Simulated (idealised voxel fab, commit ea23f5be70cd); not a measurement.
The document below concerns the process module designated voxel released beams.
Shown is cross-section cut, with a width of 200 nm and square cells of size 5 nm.
A cross-section is written here as square cells arranged in a grid, and it is given in bands from the top down, each band taking up one or more rows of cells.
Basically the band line says how high the top is and how high the bottom is, in nm, and then what's in it from left to right, every material with its width in nm. Empty space shows up as "empty", and if a single material carries "throughout" it runs the full band edge to edge.
Height is counted from the level 0, under which the received wafer is composed throughout of one material. The lowest of the bands is not closed at the bottom but continues downward, in the notation "0..down".
The notation "30..40" denotes a width that varies across the rows of cells in the band, beginning at the first number in the top row, finishing at the second number in the bottom row, and changing by an identical amount from each row to the next.
"identical to before" after a step means that no cell of the cross-section changed.
The list in "Enclosed cavity list" covers empty spaces of 8 cells or more that cannot reach the top through any open way, and it gives each as width x height at distance; the distance is from the left edge, and width, height and distance are in nm.
Where a step's line continues beyond its settings, the continuation is a remark by the simulator itself on that step.
overlay nm: how far to the right of its planned place the mask lay on this masked step (negative: to the left).

## These are the steps we planned for the process
step 1: RECEIVE, material Si
step 2: CONFORMAL_DEP, material Al2O3, thk nm 5
step 3: DIRECTIONAL_DEP, material SiO2, thk nm 15
step 4: DIRECTIONAL_DEP, material aC, thk nm 10
step 5: PATTERN, tone open, mask id ANCHOR, material resist, width nm 25, thk nm 30, overlay nm 0
step 6: DIRECTIONAL_ETCH, etch materials aC, depth nm 10
step 7: STRIP, etch materials resist
step 8: DIRECTIONAL_ETCH, etch materials SiO2, depth nm 15
step 9: STRIP, etch materials aC
step 10: CONFORMAL_DEP, material W, thk nm 10
step 11: PATTERN, tone cover, mask id BEAM, material resist, width nm 70, thk nm 15, overlay nm 0
step 12: DIRECTIONAL_ETCH, etch materials W, depth nm 10
step 13: STRIP, etch materials resist
step 14: STRIP, etch materials SiO2

## Account of the first of two wafers, which was processed as intended

## Cross-sectional view of the wafer in its as-received condition, corresponding to the state after step 1
  0..down | Si throughout
  Enclosed cavity list: none

## State of the wafer after step 2, shown in cross-section
  5..0 | Al2O3 throughout
  Below 0, no change.

## State of the wafer after step 3, shown in cross-section
  20..5 | SiO2 throughout
  Below 5, no change.

## State of the wafer after step 4, shown in cross-section
  30..20 | aC throughout
  Below 20, no change.

## State of the wafer after step 5, shown in cross-section
  60..30 | resist=65 / empty=25 / resist=110
  Below 30, no change.

## State of the wafer after step 6, shown in cross-section
  50..30 | resist=65 / empty=25 / resist=110
  30..20 | aC=65 / empty=25 / aC=110
  Below 20, no change.

## State of the wafer after step 7, shown in cross-section
  30..20 | aC=65 / empty=25 / aC=110
  Below 20, no change.

## State of the wafer after step 8, shown in cross-section
  30..20 | aC=65 / empty=25 / aC=110
  20..5 | SiO2=65 / empty=25 / SiO2=110
  Below 5, no change.

## State of the wafer after step 9, shown in cross-section
  20..5 | SiO2=65 / empty=25 / SiO2=110
  Below 5, no change.

## State of the wafer after step 10, shown in cross-section
  30..20 | W=75 / empty=5 / W=120
  20..15 | SiO2=65 / W=10 / empty=5 / W=10 / SiO2=110
  15..5 | SiO2=65 / W=25 / SiO2=110
  Below 5, no change.

## State of the wafer after step 11, shown in cross-section
  45..30 | empty=60 / resist=70 / empty=70
  30..20 | W=75 / resist=5 / W=120
  20..15 | SiO2=65 / W=10 / resist=5 / W=10 / SiO2=110
  Below 15, no change.

## State of the wafer after step 12, shown in cross-section
  45..30 | empty=60 / resist=70 / empty=70
  30..20 | empty=60 / W=15 / resist=5 / W=50 / empty=70
  Below 20, no change.

## State of the wafer after step 13, shown in cross-section
  30..20 | empty=60 / W=15 / empty=5 / W=50 / empty=70
  20..15 | SiO2=65 / W=10 / empty=5 / W=10 / SiO2=110
  Below 15, no change.

## State of the wafer after step 14, shown in cross-section
  30..20 | empty=60 / W=15 / empty=5 / W=50 / empty=70
  20..15 | empty=65 / W=10 / empty=5 / W=10 / empty=110
  15..5 | empty=65 / W=25 / empty=110
  Below 5, no change.

## Notes, second wafer: start = first wafer's, plan = first wafer's, execution had one mistake; history identical to first through step 10

## At the planned end of step 11, the second wafer in cross-section
  45..30 | empty=65 / resist=60 / empty=75
  30..20 | W=75 / resist=5 / W=120
  20..15 | SiO2=65 / W=10 / resist=5 / W=10 / SiO2=110
  Below 15, no change.

## At the planned end of step 12, the second wafer in cross-section
  45..30 | empty=65 / resist=60 / empty=75
  30..20 | empty=65 / W=10 / resist=5 / W=45 / empty=75
  Below 20, no change.

## At the planned end of step 13, the second wafer in cross-section
  30..20 | empty=65 / W=10 / empty=5 / W=45 / empty=75
  20..15 | SiO2=65 / W=10 / empty=5 / W=10 / SiO2=110
  Below 15, no change.

## At the planned end of step 14, the second wafer in cross-section
  30..20 | empty=65 / W=10 / empty=5 / W=45 / empty=75
  20..15 | empty=65 / W=10 / empty=5 / W=10 / empty=110
  15..5 | empty=65 / W=25 / empty=110
  Below 5, no change.
Plan not followed: off-plan run, step 11, actual operation and settings PATTERN, tone cover, mask id BEAM, material resist, width nm 60, thk nm 15, overlay nm 0
Count the cells at the end and the second wafer has more or fewer of some materials than the first: 4 fewer of W
